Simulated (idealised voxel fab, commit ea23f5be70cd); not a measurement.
Presented below is a process module, voxel double patterning.
We display cut, a cross-section 265 nm in width whose square cells are each 5 nm.
The cross-sections in this document take the form of a grid made of square cells. They are written out as bands, in order from top to bottom. Each band consists of one or more rows of cells.
Band entry format. Leading values: height of top, height of bottom, nm. Remainder: materials in left-to-right order, each with its width in nm. Special words: "edge to edge" on a single material, which then fills the band edge to edge; "blank", empty space.
It should be noted that heights are counted from 0, beneath which the wafer as supplied is of one material throughout, and that the lowest band possesses no lower boundary but continues downward, as written in "0..down".
A width given as "30..40" starts at the first number in the band's top row and ends at the second number in its bottom row, shifting by an equal amount at every step from row to row.
It should be understood that the words "no change", when stated for a given step, signify that the cross-section underwent no change in any of its cells during that step.
Empty spaces counting at least 8 cells and having no open way to the top are listed in "closed voids". The notation width x height at distance is used for each, the distance being from the left edge and all three values in nm.
after a step's settings: what the simulator itself notes on the step
A step's line can hold "overlay nm"; with a mask on that step, the setting says how far right of the planned place the mask lay, while a negative setting says it lay to the left.

### plan
1,RECEIVE (material Si)
2,CONFORMAL_DEP (material SiO2; thk nm 10)
3,DIRECTIONAL_DEP (material W; thk nm 20)
4,DIRECTIONAL_DEP (material SiCN; thk nm 10)
5,DIRECTIONAL_DEP (material aC; thk nm 10)
6,PATTERN (tone open; mask id FIRST; material resist; width nm 15; pitch nm 50; thk nm 30; overlay nm 0)
7,DIRECTIONAL_ETCH (etch materials aC; depth nm 10)
8,STRIP (etch materials resist)
9,DIRECTIONAL_ETCH (etch materials SiCN; depth nm 10)
10,STRIP (etch materials aC)
11,MASKED_ETCH (tone open; mask id SECOND; width nm 15; etch materials SiCN; depth nm 10; overlay nm 0)
12,DIRECTIONAL_ETCH (etch materials W; depth nm 20)
13,STRIP (etch materials SiCN)

### Cross-section: wafer on arrival = after step 1
  0..down = Si edge to edge
  closed voids: none

### Cross-section, first of two wafers, end of module, run as planned
  30..10 = W (100) | blank (15) | W (10) | blank (15) | W (10) | blank (15) | W (100)
  10..0 = SiO2 edge to edge
  0..down = Si edge to edge
  closed voids: none

### This is the second of the two wafers, cross-sectioned at the end of the module; it started exactly like the first and was given the same plan, but it was run with one mistake
  50..30 = W (100) | blank (15) | W (10) | blank (15) | W (10) | blank (15) | W (100)
  30..10 = W edge to edge
  10..0 = SiO2 edge to edge
  0..down = Si edge to edge
  closed voids: none
Run error: step 3 in the plan was executed twice
Upon completion, the second wafer contains, in terms of cells, a greater or smaller amount of certain materials than the first wafer: W: 212 more
